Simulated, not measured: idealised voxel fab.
This section sets out a process module, namely voxel trench capacitor.
Cross-section cut: width 175 nm, square cells of 5 nm.
Notation: cross-section as square-cell grid; stated in bands, top first, going down; one or more cell rows per band.
It is stipulated that each band's entry specify, in nanometres, the height of the top of the band and then that of its bottom, followed by the materials of the band in left-to-right sequence, each together with its width in nanometres. A single material marked by the word "all across" is understood to fill the band from edge to edge; the word "air" is understood to denote empty space.
Height 0 is the level under which the wafer as received is all one material. The lowest band goes on downwards, as in "top 0, no bottom".
When a width is written as two numbers, as in "30 to 40", the first number is the width in the top row of cells of the band and the second is the width in its bottom row, and the width changes by the same amount from each row to the next.
The cross-section has no changed cell in any step marked "no alteration".
Enclosed voids (no open way to top), threshold 8 cells or more, entry "Closed void table", notation width x height at distance, distance from left edge, nm.
What comes after the settings on a step's line is commentary from the simulator itself on that step.
When a step includes a mask, the "overlay nm" setting on its line states how far to the right of its planned place that mask lay, and negative values state how far to the left.

## This section lists the process steps that were planned
- 1: op RECEIVE | material Si
- 2: op CONFORMAL_DEP | material SiN | thk nm 10
- 3: op DIRECTIONAL_DEP | material aC | thk nm 15
- 4: op PATTERN | tone open | mask id TRENCH | material resist | width nm 25 | pitch nm 40 | thk nm 30 | overlay nm 0
- 5: op DIRECTIONAL_ETCH | etch materials aC | depth nm 15
- 6: op STRIP | etch materials resist
- 7: op DIRECTIONAL_ETCH | etch materials SiN | depth nm 10
- 8: op DIRECTIONAL_ETCH | etch materials Si | depth nm 35
- 9: op STRIP | etch materials aC
- 10: op CONFORMAL_DEP | material Al2O3 | thk nm 5
- 11: op CONFORMAL_DEP | material TiN | thk nm 5
- 12: op FILL_DEP | material W | thk nm 10
- 13: op CMP | height nm 10

## The cross-section here shows the wafer as received, i.e. in its state after step 1
  top 0, no bottom | Si all across
  Closed void table: none

## As-planned run: cross-section of the first of two wafers at end of module
  top 10, bottom 0 | 35 nm SiN / 5 nm Al2O3 / 5 nm TiN / 5 nm W / 5 nm TiN / 5 nm Al2O3 / 15 nm SiN / 5 nm Al2O3 / 5 nm TiN / 5 nm W / 5 nm TiN / 5 nm Al2O3 / 15 nm SiN / 5 nm Al2O3 / 5 nm TiN / 5 nm W / 5 nm TiN / 5 nm Al2O3 / 35 nm SiN
  top 0, bottom -25 | 35 nm Si / 5 nm Al2O3 / 5 nm TiN / 5 nm W / 5 nm TiN / 5 nm Al2O3 / 15 nm Si / 5 nm Al2O3 / 5 nm TiN / 5 nm W / 5 nm TiN / 5 nm Al2O3 / 15 nm Si / 5 nm Al2O3 / 5 nm TiN / 5 nm W / 5 nm TiN / 5 nm Al2O3 / 35 nm Si
  top -25, bottom -30 | 35 nm Si / 5 nm Al2O3 / 15 nm TiN / 5 nm Al2O3 / 15 nm Si / 5 nm Al2O3 / 15 nm TiN / 5 nm Al2O3 / 15 nm Si / 5 nm Al2O3 / 15 nm TiN / 5 nm Al2O3 / 35 nm Si
  top -30, bottom -35 | 35 nm Si / 25 nm Al2O3 / 15 nm Si / 25 nm Al2O3 / 15 nm Si / 25 nm Al2O3 / 35 nm Si
  top -35, no bottom | Si all across
  Closed void table: none

## This is the second of the two wafers, cross-sectioned at the end of the module; it started exactly like the first and was given the same plan, but it was run with one mistake
  top 10, bottom 0 | 35 nm SiN / 25 nm Al2O3 / 15 nm SiN / 25 nm Al2O3 / 15 nm SiN / 25 nm Al2O3 / 35 nm SiN
  top 0, bottom -35 | 35 nm Si / 25 nm Al2O3 / 15 nm Si / 25 nm Al2O3 / 15 nm Si / 25 nm Al2O3 / 35 nm Si
  top -35, no bottom | Si all across
  Closed void table: none
Where did the run depart from the plan? the process deviated at step 10: the operation and settings actually run there were op CONFORMAL_DEP | material Al2O3 | thk nm 15
Materials where the second wafer ends with more or fewer cells than the first: +72 Al2O3, -51 TiN, -21 W
